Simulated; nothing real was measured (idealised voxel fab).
The document below concerns the process module designated voxel capacitor over wiring.
Square cells of 5 nm make up the cross-section cut, whose width is 180 nm.
Cross-section spec: square-cell grid; bands listed top down; each band is one or more rows. Top, bottom (nm), then materials left to right with widths (nm); lone material tagged "everywhere" fills the whole band edge to edge; "empty" = empty space. Where do heights start? At 0: under that level the wafer as delivered is made of one material only. And the lowest band has no floor; it just carries on downward, as in "0 -> down". Graded width ("30->40"): value in top row of band = first number; value in bottom row = second number; row-to-row change constant. Step marked "no change"? Then no cell in the cross-section changed in it. Each empty space that has no open way to the top and spans at least 8 cells appears under "Trapped void list" as width x height at distance, the distance counted from the left edge, all in nm. Post-settings text on a step line: simulator's own remark regarding the step. overlay nm: on a step with a mask, how far right of its planned place the mask lay; negative means left. Pairs ahead. Before: cross-section ahead of one process step. After: cross-section once the step is done, shown to the lowest changed band only. Under each pair: that step, with settings. Caution: pairs may come from different runs of this module on the same starting wafer; a pair follows the pair above only where its "Pre-step cross-section" entry says so.

[Pre-step cross-section]
    55 -> 50 = SiO2 40 nm, empty 15 nm, SiO2 125 nm
    50 -> 45 = SiO2 40 nm, Ru 15 nm, SiO2 125 nm
    45 -> 40 = SiCN 40 nm, Ru 15 nm, SiCN 125 nm
    40 -> 35 = SiCN 30 nm, TiN 25 nm, SiCN 70 nm, TiN 25 nm, SiCN 30 nm
    35 -> 15 = Ru everywhere
    15 -> 0 = SiO2 everywhere
    0 -> down = Si everywhere
    Trapped void list: none

[Resultant Cross-Section]
    55 -> 45 = SiO2 40 nm, Ru 15 nm, SiO2 125 nm
    All layers under 45 are left as they were.
    Trapped void list: none
Going from the before section above to the after section, the step was EPI, material Ru, thk nm 5

Pre-step cross-section: same picture as after in the pair right above, so we don't repeat it.

[Resultant Cross-Section]
    60 -> 55 = TiN everywhere
    All layers under 55 are left as they were.
    Trapped void list: none
Going from the before section above to the after section, the step was DIRECTIONAL_DEP, material TiN, thk nm 5

Pre-step cross-section: same picture as after in the pair right above, so we don't repeat it.

[Resultant Cross-Section]
    65 -> 60 = HfO2 everywhere
    All layers under 60 are left as they were.
    Trapped void list: none
Going from the before section above to the after section, the step was DIRECTIONAL_DEP, material HfO2, thk nm 5

Pre-step cross-section: same picture as after in the pair right above, so we don't repeat it.

[Resultant Cross-Section]
    70 -> 65 = TiN everywhere
    All layers under 65 are left as they were.
    Trapped void list: none
Going from the before section above to the after section, the step was DIRECTIONAL_DEP, material TiN, thk nm 5

Pre-step cross-section: same picture as after in the pair right above, so we don't repeat it.

[Resultant Cross-Section]
    85 -> 70 = aC everywhere
    All layers under 70 are left as they were.
    Trapped void list: none
Going from the before section above to the after section, the step was DIRECTIONAL_DEP, material aC, thk nm 15

Pre-step cross-section: same picture as after in the pair right above, so we don't repeat it.

[Resultant Cross-Section]
    115 -> 85 = empty 40 nm, resist 75 nm, empty 65 nm
    All layers under 85 are left as they were.
    Trapped void list: none
Going from the before section above to the after section, the step was PATTERN, tone cover, mask id UPPER_PLATE, material resist, width nm 75, thk nm 30, overlay nm 0

Pre-step cross-section: same picture as after in the pair right above, so we don't repeat it.

[Resultant Cross-Section]
    100 -> 85 = empty 40 nm, resist 75 nm, empty 65 nm
    85 -> 70 = empty 40 nm, aC 75 nm, empty 65 nm
    All layers under 70 are left as they were.
    Trapped void list: none
Going from the before section above to the after section, the step was DIRECTIONAL_ETCH, etch materials aC, depth nm 15

Pre-step cross-section: same picture as after in the pair right above, so we don't repeat it.

[Resultant Cross-Section]
    85 -> 70 = empty 40 nm, aC 75 nm, empty 65 nm
    All layers under 70 are left as they were.
    Trapped void list: none
Going from the before section above to the after section, the step was STRIP, etch materials resist

Pre-step cross-section: same picture as after in the pair right above, so we don't repeat it.

[Resultant Cross-Section]
    85 -> 70 = empty 40 nm, aC 75 nm, empty 65 nm
    70 -> 65 = empty 40 nm, TiN 75 nm, empty 65 nm
    All layers under 65 are left as they were.
    Trapped void list: none
Going from the before section above to the after section, the step was DIRECTIONAL_ETCH, etch materials TiN, depth nm 5

Pre-step cross-section: same picture as after in the pair right above, so we don't repeat it.

[Resultant Cross-Section]
    85 -> 70 = empty 40 nm, aC 75 nm, empty 65 nm
    70 -> 65 = empty 40 nm, TiN 75 nm, empty 65 nm
    65 -> 60 = empty 40 nm, HfO2 75 nm, empty 65 nm
    All layers under 60 are left as they were.
    Trapped void list: none
Going from the before section above to the after section, the step was DIRECTIONAL_ETCH, etch materials HfO2, depth nm 5

Pre-step cross-section: same picture as after in the pair right above, so we don't repeat it.

[Resultant Cross-Section]
    70 -> 65 = empty 40 nm, TiN 75 nm, empty 65 nm
    All layers under 65 are left as they were.
    Trapped void list: none
Going from the before section above to the after section, the step was STRIP, etch materials aC

Pre-step cross-section: same picture as after in the pair right above, so we don't repeat it.

[Resultant Cross-Section]
    85 -> 75 = empty 40 nm, aC 75 nm, empty 65 nm
    75 -> 70 = aC everywhere
    70 -> 65 = aC 40 nm, TiN 75 nm, aC 65 nm
    65 -> 60 = aC 40 nm, HfO2 75 nm, aC 65 nm
    All layers under 60 are left as they were.
    Trapped void list: none
Going from the before section above to the after section, the step was DIRECTIONAL_DEP, material aC, thk nm 15

Pre-step cross-section: same picture as after in the pair right above, so we don't repeat it.

[Resultant Cross-Section]
    120 -> 85 = empty 35 nm, resist 85 nm, empty 60 nm
    85 -> 75 = empty 35 nm, resist 5 nm, aC 75 nm, resist 5 nm, empty 60 nm
    All layers under 75 are left as they were.
    Trapped void list: none
Going from the before section above to the after section, the step was PATTERN, tone cover, mask id LOWER_PLATE, material resist, width nm 85, thk nm 35, overlay nm 0

Pre-step cross-section: same picture as after in the pair right above, so we don't repeat it.

[Resultant Cross-Section]
    105 -> 85 = empty 35 nm, resist 85 nm, empty 60 nm
    85 -> 75 = empty 35 nm, resist 5 nm, aC 75 nm, resist 5 nm, empty 60 nm
    75 -> 70 = empty 35 nm, aC 85 nm, empty 60 nm
    70 -> 65 = empty 35 nm, aC 5 nm, TiN 75 nm, aC 5 nm, empty 60 nm
    65 -> 60 = empty 35 nm, aC 5 nm, HfO2 75 nm, aC 5 nm, empty 60 nm
    All layers under 60 are left as they were.
    Trapped void list: none
Going from the before section above to the after section, the step was DIRECTIONAL_ETCH, etch materials aC, depth nm 15

Pre-step cross-section: same picture as after in the pair right above, so we don't repeat it.

[Resultant Cross-Section]
    85 -> 75 = empty 40 nm, aC 75 nm, empty 65 nm
    All layers under 75 are left as they were.
    Trapped void list: none
Going from the before section above to the after section, the step was STRIP, etch materials resist

Pre-step cross-section: same picture as after in the pair right above, so we don't repeat it.

[Resultant Cross-Section]
    85 -> 75 = empty 40 nm, aC 75 nm, empty 65 nm
    75 -> 70 = empty 35 nm, aC 85 nm, empty 60 nm
    70 -> 65 = empty 35 nm, aC 5 nm, TiN 75 nm, aC 5 nm, empty 60 nm
    65 -> 60 = empty 35 nm, aC 5 nm, HfO2 75 nm, aC 5 nm, empty 60 nm
    60 -> 55 = empty 35 nm, TiN 85 nm, empty 60 nm
    All layers under 55 are left as they were.
    Trapped void list: none
Going from the before section above to the after section, the step was DIRECTIONAL_ETCH, etch materials TiN, depth nm 5

Pre-step cross-section: same picture as after in the pair right above, so we don't repeat it.

[Resultant Cross-Section]
    70 -> 65 = empty 40 nm, TiN 75 nm, empty 65 nm
    65 -> 60 = empty 40 nm, HfO2 75 nm, empty 65 nm
    All layers under 60 are left as they were.
    Trapped void list: none
Going from the before section above to the after section, the step was STRIP, etch materials aC

Pre-step cross-section: same picture as after in the pair right above, so we don't repeat it.

[Resultant Cross-Section]
    85 -> 70 = SiO2 everywhere
    70 -> 65 = SiO2 40 nm, TiN 75 nm, SiO2 65 nm
    65 -> 60 = SiO2 40 nm, HfO2 75 nm, SiO2 65 nm
    60 -> 55 = SiO2 35 nm, TiN 85 nm, SiO2 60 nm
    All layers under 55 are left as they were.
    Trapped void list: none
Going from the before section above to the after section, the step was FILL_DEP, material SiO2, thk nm 15

Pre-step cross-section: same picture as after in the pair right above, so we don't repeat it.

[Resultant Cross-Section]
    80 -> 70 = SiO2 everywhere
    All layers under 70 are left as they were.
    Trapped void list: none
Going from the before section above to the after section, the step was CMP, height nm 80

Pre-step cross-section: same picture as after in the pair right above, so we don't repeat it.

[Resultant Cross-Section]
    90 -> 80 = aC everywhere
    All layers under 80 are left as they were.
    Trapped void list: none
Going from the before section above to the after section, the step was DIRECTIONAL_DEP, material aC, thk nm 10

Pre-step cross-section: same picture as after in the pair right above, so we don't repeat it.

[Resultant Cross-Section]
    120 -> 90 = resist 50 nm, empty 15 nm, resist 115 nm
    All layers under 90 are left as they were.
    Trapped void list: none
Going from the before section above to the after section, the step was PATTERN, tone open, mask id PLUG_2, material resist, width nm 15, thk nm 30, overlay nm 0

Pre-step cross-section: same picture as after in the pair right above, so we don't repeat it.

[Resultant Cross-Section]
    110 -> 90 = resist 50 nm, empty 15 nm, resist 115 nm
    90 -> 80 = aC 50 nm, empty 15 nm, aC 115 nm
    All layers under 80 are left as they were.
    Trapped void list: none
Going from the before section above to the after section, the step was DIRECTIONAL_ETCH, etch materials aC, depth nm 10

Pre-step cross-section: same picture as after in the pair right above, so we don't repeat it.

[Resultant Cross-Section]
    90 -> 80 = aC 50 nm, empty 15 nm, aC 115 nm
    All layers under 80 are left as they were.
    Trapped void list: none
Going from the before section above to the after section, the step was STRIP, etch materials resist

Pre-step cross-section: same picture as after in the pair right above, so we don't repeat it.

[Resultant Cross-Section]
    90 -> 80 = aC 50 nm, empty 15 nm, aC 115 nm
    80 -> 70 = SiO2 50 nm, empty 15 nm, SiO2 115 nm
    All layers under 70 are left as they were.
    Trapped void list: none
Going from the before section above to the after section, the step was DIRECTIONAL_ETCH, etch materials SiO2, depth nm 10

Pre-step cross-section: same picture as after in the pair right above, so we don't repeat it.

[Resultant Cross-Section]
    80 -> 70 = SiO2 50 nm, empty 15 nm, SiO2 115 nm
    All layers under 70 are left as they were.
    Trapped void list: none
Going from the before section above to the after section, the step was STRIP, etch materials aC

Pre-step cross-section: same picture as after in the pair right above, so we don't repeat it.

[Resultant Cross-Section]
    85 -> 80 = TiN 55 nm, empty 5 nm, TiN 120 nm
    80 -> 75 = SiO2 50 nm, TiN 5 nm, empty 5 nm, TiN 5 nm, SiO2 115 nm
    75 -> 65 = SiO2 50->40 nm, TiN 15->75 nm, SiO2 115->65 nm
    All layers under 65 are left as they were.
    Trapped void list: none
Going from the before section above to the after section, the step was CONFORMAL_DEP, material TiN, thk nm 5

Pre-step cross-section: same picture as after in the pair right above, so we don't repeat it.

[Resultant Cross-Section]
    95 -> 85 = W everywhere
    85 -> 80 = TiN 55 nm, W 5 nm, TiN 120 nm
    80 -> 75 = SiO2 50 nm, TiN 5 nm, W 5 nm, TiN 5 nm, SiO2 115 nm
    All layers under 75 are left as they were.
    Trapped void list: none
Going from the before section above to the after section, the step was FILL_DEP, material W, thk nm 10

Pre-step cross-section: same picture as after in the pair right above, so we don't repeat it.

[Resultant Cross-Section]
    80 -> 75 = SiO2 50 nm, TiN 5 nm, W 5 nm, TiN 5 nm, SiO2 115 nm
    All layers under 75 are left as they were.
    Trapped void list: none
Going from the before section above to the after section, the step was CMP, height nm 80

Pre-step cross-section: same picture as after in the pair right above, so we don't repeat it.

[Resultant Cross-Section]
    85 -> 80 = SiCN everywhere
    All layers under 80 are left as they were.
    Trapped void list: none
Going from the before section above to the after section, the step was CONFORMAL_DEP, material SiCN, thk nm 5

[Pre-step cross-section]
    20 -> 15 = TiN everywhere
    15 -> 0 = SiO2 everywhere
    0 -> down = Si everywhere
    Trapped void list: none

[Resultant Cross-Section]
    35 -> 20 = Ru everywhere
    All layers under 20 are left as they were.
    Trapped void list: none
Going from the before section above to the after section, the step was DIRECTIONAL_DEP, material Ru, thk nm 15

Pre-step cross-section: same picture as after in the pair right above, so we don't repeat it.

[Resultant Cross-Section]
    55 -> 35 = empty 30 nm, resist 25 nm, empty 70 nm, resist 25 nm, empty 30 nm
    All layers under 35 are left as they were.
    Trapped void list: none
Going from the before section above to the after section, the step was PATTERN, tone cover, mask id METAL_1, material resist, width nm 25, pitch nm 95, thk nm 20, overlay nm 0

Pre-step cross-section: same picture as after in the pair right above, so we don't repeat it.

[Resultant Cross-Section]
    55 -> 35 = empty 30 nm, resist 25 nm, empty 70 nm, resist 25 nm, empty 30 nm
    35 -> 20 = empty 30 nm, Ru 25 nm, empty 70 nm, Ru 25 nm, empty 30 nm
    All layers under 20 are left as they were.
    Trapped void list: none
Going from the before section above to the after section, the step was DIRECTIONAL_ETCH, etch materials Ru, depth nm 20

Pre-step cross-section: same picture as after in the pair right above, so we don't repeat it.

[Resultant Cross-Section]
    55 -> 35 = empty 30 nm, resist 25 nm, empty 70 nm, resist 25 nm, empty 30 nm
    35 -> 20 = empty 30 nm, Ru 25 nm, empty 70 nm, Ru 25 nm, empty 30 nm
    20 -> 15 = empty 30 nm, TiN 25 nm, empty 70 nm, TiN 25 nm, empty 30 nm
    All layers under 15 are left as they were.
    Trapped void list: none
Going from the before section above to the after section, the step was DIRECTIONAL_ETCH, etch materials TiN, depth nm 5

Pre-step cross-section: same picture as after in the pair right above, so we don't repeat it.

[Resultant Cross-Section]
    35 -> 20 = empty 30 nm, Ru 25 nm, empty 70 nm, Ru 25 nm, empty 30 nm
    All layers under 20 are left as they were.
    Trapped void list: none
Going from the before section above to the after section, the step was STRIP, etch materials resist

Pre-step cross-section: same picture as after in the pair right above, so we don't repeat it.

[Resultant Cross-Section]
    40 -> 35 = empty 25 nm, SiCN 35 nm, empty 60 nm, SiCN 35 nm, empty 25 nm
    35 -> 20 = empty 25 nm, SiCN 5 nm, Ru 25 nm, SiCN 5 nm, empty 60 nm, SiCN 5 nm, Ru 25 nm, SiCN 5 nm, empty 25 nm
    20 -> 15 = SiCN 30 nm, TiN 25 nm, SiCN 70 nm, TiN 25 nm, SiCN 30 nm
    All layers under 15 are left as they were.
    Trapped void list: none
Going from the before section above to the after section, the step was CONFORMAL_DEP, material SiCN, thk nm 5

Pre-step cross-section: same picture as after in the pair right above, so we don't repeat it.

[Resultant Cross-Section]
    45 -> 40 = lowk everywhere
    40 -> 35 = lowk 25 nm, SiCN 35 nm, lowk 60 nm, SiCN 35 nm, lowk 25 nm
    35 -> 20 = lowk 25 nm, SiCN 5 nm, Ru 25 nm, SiCN 5 nm, lowk 60 nm, SiCN 5 nm, Ru 25 nm, SiCN 5 nm, lowk 25 nm
    All layers under 20 are left as they were.
    Trapped void list: none
Going from the before section above to the after section, the step was FILL_DEP, material lowk, thk nm 5

Pre-step cross-section: same picture as after in the pair right above, so we don't repeat it.

[Resultant Cross-Section]
    40 -> 35 = lowk 25 nm, SiCN 35 nm, lowk 60 nm, SiCN 35 nm, lowk 25 nm
    All layers under 35 are left as they were.
    Trapped void list: none
Going from the before section above to the after section, the step was CMP, height nm 40

Pre-step cross-section: same picture as after in the pair right above, so we don't repeat it.

[Resultant Cross-Section]
    45 -> 40 = SiCN everywhere
    All layers under 40 are left as they were.
    Trapped void list: none
Going from the before section above to the after section, the step was CONFORMAL_DEP, material SiCN, thk nm 5

Pre-step cross-section: same picture as after in the pair right above, so we don't repeat it.

[Resultant Cross-Section]
    55 -> 45 = SiO2 everywhere
    All layers under 45 are left as they were.
    Trapped void list: none
Going from the before section above to the after section, the step was DIRECTIONAL_DEP, material SiO2, thk nm 10

Pre-step cross-section: same picture as after in the pair right above, so we don't repeat it.

[Resultant Cross-Section]
    70 -> 55 = aC everywhere
    All layers under 55 are left as they were.
    Trapped void list: none
Going from the before section above to the after section, the step was DIRECTIONAL_DEP, material aC, thk nm 15

Pre-step cross-section: same picture as after in the pair right above, so we don't repeat it.

[Resultant Cross-Section]
    105 -> 70 = resist 40 nm, empty 15 nm, resist 125 nm
    All layers under 70 are left as they were.
    Trapped void list: none
Going from the before section above to the after section, the step was PATTERN, tone open, mask id PLUG_1, material resist, width nm 15, thk nm 35, overlay nm 0

Pre-step cross-section: same picture as after in the pair right above, so we don't repeat it.

[Resultant Cross-Section]
    90 -> 70 = resist 40 nm, empty 15 nm, resist 125 nm
    70 -> 55 = aC 40 nm, empty 15 nm, aC 125 nm
    All layers under 55 are left as they were.
    Trapped void list: none
Going from the before section above to the after section, the step was DIRECTIONAL_ETCH, etch materials aC, depth nm 15

Pre-step cross-section: same picture as after in the pair right above, so we don't repeat it.

[Resultant Cross-Section]
    70 -> 55 = aC 40 nm, empty 15 nm, aC 125 nm
    All layers under 55 are left as they were.
    Trapped void list: none
Going from the before section above to the after section, the step was STRIP, etch materials resist

Pre-step cross-section: same picture as after in the pair right above, so we don't repeat it.

[Resultant Cross-Section]
    70 -> 55 = aC 40 nm, empty 15 nm, aC 125 nm
    55 -> 45 = SiO2 40 nm, empty 15 nm, SiO2 125 nm
    All layers under 45 are left as they were.
    Trapped void list: none
Going from the before section above to the after section, the step was DIRECTIONAL_ETCH, etch materials SiO2, depth nm 10

Pre-step cross-section: same picture as after in the pair right above, so we don't repeat it.

[Resultant Cross-Section]
    70 -> 55 = aC 40 nm, empty 15 nm, aC 125 nm
    55 -> 45 = SiO2 40 nm, empty 15 nm, SiO2 125 nm
    45 -> 40 = SiCN 40 nm, empty 15 nm, SiCN 125 nm
    All layers under 40 are left as they were.
    Trapped void list: none
Going from the before section above to the after section, the step was DIRECTIONAL_ETCH, etch materials SiCN, depth nm 5

Pre-step cross-section: same picture as after in the pair right above, so we don't repeat it.

[Resultant Cross-Section]
    55 -> 45 = SiO2 40 nm, empty 15 nm, SiO2 125 nm
    All layers under 45 are left as they were.
    Trapped void list: none
Going from the before section above to the after section, the step was STRIP, etch materials aC

Pre-step cross-section: same picture as after in the pair right above, so we don't repeat it.

[Resultant Cross-Section]
    60 -> 55 = TiN 40 nm, empty 15 nm, TiN 125 nm
    55 -> 45 = SiO2 40 nm, empty 15 nm, SiO2 125 nm
    45 -> 40 = SiCN 40 nm, TiN 15 nm, SiCN 125 nm
    All layers under 40 are left as they were.
    Trapped void list: none
Going from the before section above to the after section, the step was DIRECTIONAL_DEP, material TiN, thk nm 5

Pre-step cross-section: same picture as after in the pair right above, so we don't repeat it.

[Resultant Cross-Section]
    65 -> 60 = HfO2 40 nm, empty 15 nm, HfO2 125 nm
    60 -> 55 = TiN 40 nm, empty 15 nm, TiN 125 nm
    55 -> 50 = SiO2 40 nm, empty 15 nm, SiO2 125 nm
    50 -> 45 = SiO2 40 nm, HfO2 15 nm, SiO2 125 nm
    All layers under 45 are left as they were.
    Trapped void list: none
Going from the before section above to the after section, the step was DIRECTIONAL_DEP, material HfO2, thk nm 5

Pre-step cross-section: same picture as after in the pair right above, so we don't repeat it.

[Resultant Cross-Section]
    70 -> 65 = TiN 40 nm, empty 15 nm, TiN 125 nm
    65 -> 60 = HfO2 40 nm, empty 15 nm, HfO2 125 nm
    60 -> 55 = TiN 40 nm, empty 15 nm, TiN 125 nm
    55 -> 50 = SiO2 40 nm, TiN 15 nm, SiO2 125 nm
    All layers under 50 are left as they were.
    Trapped void list: none
Going from the before section above to the after section, the step was DIRECTIONAL_DEP, material TiN, thk nm 5

Pre-step cross-section: same picture as after in the pair right above, so we don't repeat it.

[Resultant Cross-Section]
    85 -> 70 = aC 40 nm, empty 15 nm, aC 125 nm
    70 -> 65 = TiN 40 nm, aC 15 nm, TiN 125 nm
    65 -> 60 = HfO2 40 nm, aC 15 nm, HfO2 125 nm
    60 -> 55 = TiN 40 nm, aC 15 nm, TiN 125 nm
    All layers under 55 are left as they were.
    Trapped void list: none
Going from the before section above to the after section, the step was DIRECTIONAL_DEP, material aC, thk nm 15

Pre-step cross-section: same picture as after in the pair right above, so we don't repeat it.

[Resultant Cross-Section]
    115 -> 85 = empty 40 nm, resist 75 nm, empty 65 nm
    85 -> 70 = aC 40 nm, resist 15 nm, aC 125 nm
    All layers under 70 are left as they were.
    Trapped void list: none
Going from the before section above to the after section, the step was PATTERN, tone cover, mask id UPPER_PLATE, material resist, width nm 75, thk nm 30, overlay nm 0

Pre-step cross-section: same picture as after in the pair right above, so we don't repeat it.

[Resultant Cross-Section]
    100 -> 85 = empty 40 nm, resist 75 nm, empty 65 nm
    85 -> 70 = empty 40 nm, resist 15 nm, aC 60 nm, empty 65 nm
    All layers under 70 are left as they were.
    Trapped void list: none
Going from the before section above to the after section, the step was DIRECTIONAL_ETCH, etch materials aC, depth nm 15

Pre-step cross-section: same picture as after in the pair right above, so we don't repeat it.

[Resultant Cross-Section]
    85 -> 70 = empty 55 nm, aC 60 nm, empty 65 nm
    All layers under 70 are left as they were.
    Trapped void list: none
Going from the before section above to the after section, the step was STRIP, etch materials resist

Pre-step cross-section: same picture as after in the pair right above, so we don't repeat it.

[Resultant Cross-Section]
    85 -> 70 = empty 55 nm, aC 60 nm, empty 65 nm
    70 -> 65 = empty 40 nm, aC 15 nm, TiN 60 nm, empty 65 nm
    All layers under 65 are left as they were.
    Trapped void list: none
Going from the before section above to the after section, the step was DIRECTIONAL_ETCH, etch materials TiN, depth nm 5

Pre-step cross-section: same picture as after in the pair right above, so we don't repeat it.

[Resultant Cross-Section]
    85 -> 70 = empty 55 nm, aC 60 nm, empty 65 nm
    70 -> 65 = empty 40 nm, aC 15 nm, TiN 60 nm, empty 65 nm
    65 -> 60 = empty 40 nm, aC 15 nm, HfO2 60 nm, empty 65 nm
    All layers under 60 are left as they were.
    Trapped void list: none
Going from the before section above to the after section, the step was DIRECTIONAL_ETCH, etch materials HfO2, depth nm 5

Pre-step cross-section: same picture as after in the pair right above, so we don't repeat it.

[Resultant Cross-Section]
    70 -> 65 = empty 55 nm, TiN 60 nm, empty 65 nm
    65 -> 60 = empty 55 nm, HfO2 60 nm, empty 65 nm
    60 -> 55 = TiN 40 nm, empty 15 nm, TiN 125 nm
    All layers under 55 are left as they were.
    Trapped void list: none
Going from the before section above to the after section, the step was STRIP, etch materials aC

Pre-step cross-section: same picture as after in the pair right above, so we don't repeat it.

[Resultant Cross-Section]
    85 -> 75 = empty 55 nm, aC 60 nm, empty 65 nm
    75 -> 70 = aC 40 nm, empty 15 nm, aC 125 nm
    70 -> 65 = aC 55 nm, TiN 60 nm, aC 65 nm
    65 -> 60 = aC 55 nm, HfO2 60 nm, aC 65 nm
    60 -> 55 = TiN 40 nm, aC 15 nm, TiN 125 nm
    All layers under 55 are left as they were.
    Trapped void list: none
Going from the before section above to the after section, the step was DIRECTIONAL_DEP, material aC, thk nm 15

Pre-step cross-section: same picture as after in the pair right above, so we don't repeat it.

[Resultant Cross-Section]
    120 -> 85 = empty 35 nm, resist 85 nm, empty 60 nm
    85 -> 75 = empty 35 nm, resist 20 nm, aC 60 nm, resist 5 nm, empty 60 nm
    75 -> 70 = aC 40 nm, resist 15 nm, aC 125 nm
    All layers under 70 are left as they were.
    Trapped void list: none
Going from the before section above to the after section, the step was PATTERN, tone cover, mask id LOWER_PLATE, material resist, width nm 85, thk nm 35, overlay nm 0

Pre-step cross-section: same picture as after in the pair right above, so we don't repeat it.

[Resultant Cross-Section]
    105 -> 85 = empty 35 nm, resist 85 nm, empty 60 nm
    85 -> 75 = empty 35 nm, resist 20 nm, aC 60 nm, resist 5 nm, empty 60 nm
    75 -> 70 = empty 35 nm, aC 5 nm, resist 15 nm, aC 65 nm, empty 60 nm
    70 -> 65 = empty 35 nm, aC 20 nm, TiN 60 nm, aC 5 nm, empty 60 nm
    65 -> 60 = empty 35 nm, aC 20 nm, HfO2 60 nm, aC 5 nm, empty 60 nm
    All layers under 60 are left as they were.
    Trapped void list: none
Going from the before section above to the after section, the step was DIRECTIONAL_ETCH, etch materials aC, depth nm 15

Pre-step cross-section: same picture as after in the pair right above, so we don't repeat it.

[Resultant Cross-Section]
    85 -> 75 = empty 55 nm, aC 60 nm, empty 65 nm
    75 -> 70 = empty 35 nm, aC 5 nm, empty 15 nm, aC 65 nm, empty 60 nm
    All layers under 70 are left as they were.
    Trapped void list: none
Going from the before section above to the after section, the step was STRIP, etch materials resist

Pre-step cross-section: same picture as after in the pair right above, so we don't repeat it.

[Resultant Cross-Section]
    85 -> 75 = empty 55 nm, aC 60 nm, empty 65 nm
    75 -> 70 = empty 35 nm, aC 5 nm, empty 15 nm, aC 65 nm, empty 60 nm
    70 -> 65 = empty 35 nm, aC 20 nm, TiN 60 nm, aC 5 nm, empty 60 nm
    65 -> 60 = empty 35 nm, aC 20 nm, HfO2 60 nm, aC 5 nm, empty 60 nm
    60 -> 55 = empty 35 nm, TiN 5 nm, aC 15 nm, TiN 65 nm, empty 60 nm
    All layers under 55 are left as they were.
    Trapped void list: none
Going from the before section above to the after section, the step was DIRECTIONAL_ETCH, etch materials TiN, depth nm 5

Pre-step cross-section: same picture as after in the pair right above, so we don't repeat it.

[Resultant Cross-Section]
    70 -> 65 = empty 55 nm, TiN 60 nm, empty 65 nm
    65 -> 60 = empty 55 nm, HfO2 60 nm, empty 65 nm
    60 -> 55 = empty 35 nm, TiN 5 nm, empty 15 nm, TiN 65 nm, empty 60 nm
    All layers under 55 are left as they were.
    Trapped void list: none
Going from the before section above to the after section, the step was STRIP, etch materials aC

Pre-step cross-section: same picture as after in the pair right above, so we don't repeat it.

[Resultant Cross-Section]
    85 -> 70 = SiO2 everywhere
    70 -> 65 = SiO2 55 nm, TiN 60 nm, SiO2 65 nm
    65 -> 60 = SiO2 55 nm, HfO2 60 nm, SiO2 65 nm
    60 -> 55 = SiO2 35 nm, TiN 5 nm, SiO2 15 nm, TiN 65 nm, SiO2 60 nm
    All layers under 55 are left as they were.
    Trapped void list: none
Going from the before section above to the after section, the step was FILL_DEP, material SiO2, thk nm 15

Pre-step cross-section: same picture as after in the pair right above, so we don't repeat it.

[Resultant Cross-Section]
    80 -> 70 = SiO2 everywhere
    All layers under 70 are left as they were.
    Trapped void list: none
Going from the before section above to the after section, the step was CMP, height nm 80

Pre-step cross-section: same picture as after in the pair right above, so we don't repeat it.

[Resultant Cross-Section]
    90 -> 80 = aC everywhere
    All layers under 80 are left as they were.
    Trapped void list: none
Going from the before section above to the after section, the step was DIRECTIONAL_DEP, material aC, thk nm 10

Pre-step cross-section: same picture as after in the pair right above, so we don't repeat it.

[Resultant Cross-Section]
    120 -> 90 = resist 50 nm, empty 15 nm, resist 115 nm
    All layers under 90 are left as they were.
    Trapped void list: none
Going from the before section above to the after section, the step was PATTERN, tone open, mask id PLUG_2, material resist, width nm 15, thk nm 30, overlay nm 0

Pre-step cross-section: same picture as after in the pair right above, so we don't repeat it.

[Resultant Cross-Section]
    110 -> 90 = resist 50 nm, empty 15 nm, resist 115 nm
    90 -> 80 = aC 50 nm, empty 15 nm, aC 115 nm
    All layers under 80 are left as they were.
    Trapped void list: none
Going from the before section above to the after section, the step was DIRECTIONAL_ETCH, etch materials aC, depth nm 10

Pre-step cross-section: same picture as after in the pair right above, so we don't repeat it.

[Resultant Cross-Section]
    90 -> 80 = aC 50 nm, empty 15 nm, aC 115 nm
    All layers under 80 are left as they were.
    Trapped void list: none
Going from the before section above to the after section, the step was STRIP, etch materials resist

Pre-step cross-section: same picture as after in the pair right above, so we don't repeat it.

[Resultant Cross-Section]
    90 -> 80 = aC 50 nm, empty 15 nm, aC 115 nm
    80 -> 70 = SiO2 50 nm, empty 15 nm, SiO2 115 nm
    All layers under 70 are left as they were.
    Trapped void list: none
Going from the before section above to the after section, the step was DIRECTIONAL_ETCH, etch materials SiO2, depth nm 10

Pre-step cross-section: same picture as after in the pair right above, so we don't repeat it.

[Resultant Cross-Section]
    80 -> 70 = SiO2 50 nm, empty 15 nm, SiO2 115 nm
    All layers under 70 are left as they were.
    Trapped void list: none
Going from the before section above to the after section, the step was STRIP, etch materials aC

Pre-step cross-section: same picture as after in the pair right above, so we don't repeat it.

[Resultant Cross-Section]
    85 -> 80 = TiN 55 nm, empty 5 nm, TiN 120 nm
    80 -> 75 = SiO2 50 nm, TiN 5 nm, empty 5 nm, TiN 5 nm, SiO2 115 nm
    75 -> 65 = SiO2 50->55 nm, TiN 15->60 nm, SiO2 115->65 nm
    All layers under 65 are left as they were.
    Trapped void list: none
Going from the before section above to the after section, the step was CONFORMAL_DEP, material TiN, thk nm 5

Pre-step cross-section: same picture as after in the pair right above, so we don't repeat it.

[Resultant Cross-Section]
    95 -> 85 = W everywhere
    85 -> 80 = TiN 55 nm, W 5 nm, TiN 120 nm
    80 -> 75 = SiO2 50 nm, TiN 5 nm, W 5 nm, TiN 5 nm, SiO2 115 nm
    All layers under 75 are left as they were.
    Trapped void list: none
Going from the before section above to the after section, the step was FILL_DEP, material W, thk nm 10

Pre-step cross-section: same picture as after in the pair right above, so we don't repeat it.

[Resultant Cross-Section]
    80 -> 75 = SiO2 50 nm, TiN 5 nm, W 5 nm, TiN 5 nm, SiO2 115 nm
    All layers under 75 are left as they were.
    Trapped void list: none
Going from the before section above to the after section, the step was CMP, height nm 80

Pre-step cross-section: same picture as after in the pair right above, so we don't repeat it.

[Resultant Cross-Section]
    85 -> 80 = SiCN everywhere
    All layers under 80 are left as they were.
    Trapped void list: none
Going from the before section above to the after section, the step was CONFORMAL_DEP, material SiCN, thk nm 5

[Pre-step cross-section]
    40 -> 20 = Ru everywhere
    20 -> 15 = TiN everywhere
    15 -> 0 = SiO2 everywhere
    0 -> down = Si everywhere
    Trapped void list: none

[Resultant Cross-Section]
    60 -> 40 = empty 35 nm, resist 15 nm, empty 80 nm, resist 15 nm, empty 35 nm
    All layers under 40 are left as they were.
    Trapped void list: none
Going from the before section above to the after section, the step was PATTERN, tone cover, mask id METAL_1, material resist, width nm 15, pitch nm 95, thk nm 20, overlay nm 0

Pre-step cross-section: same picture as after in the pair right above, so we don't repeat it.

[Resultant Cross-Section]
    60 -> 40 = empty 35 nm, resist 15 nm, empty 80 nm, resist 15 nm, empty 35 nm
    40 -> 20 = empty 35 nm, Ru 15 nm, empty 80 nm, Ru 15 nm, empty 35 nm
    All layers under 20 are left as they were.
    Trapped void list: none
Going from the before section above to the after section, the step was DIRECTIONAL_ETCH, etch materials Ru, depth nm 20
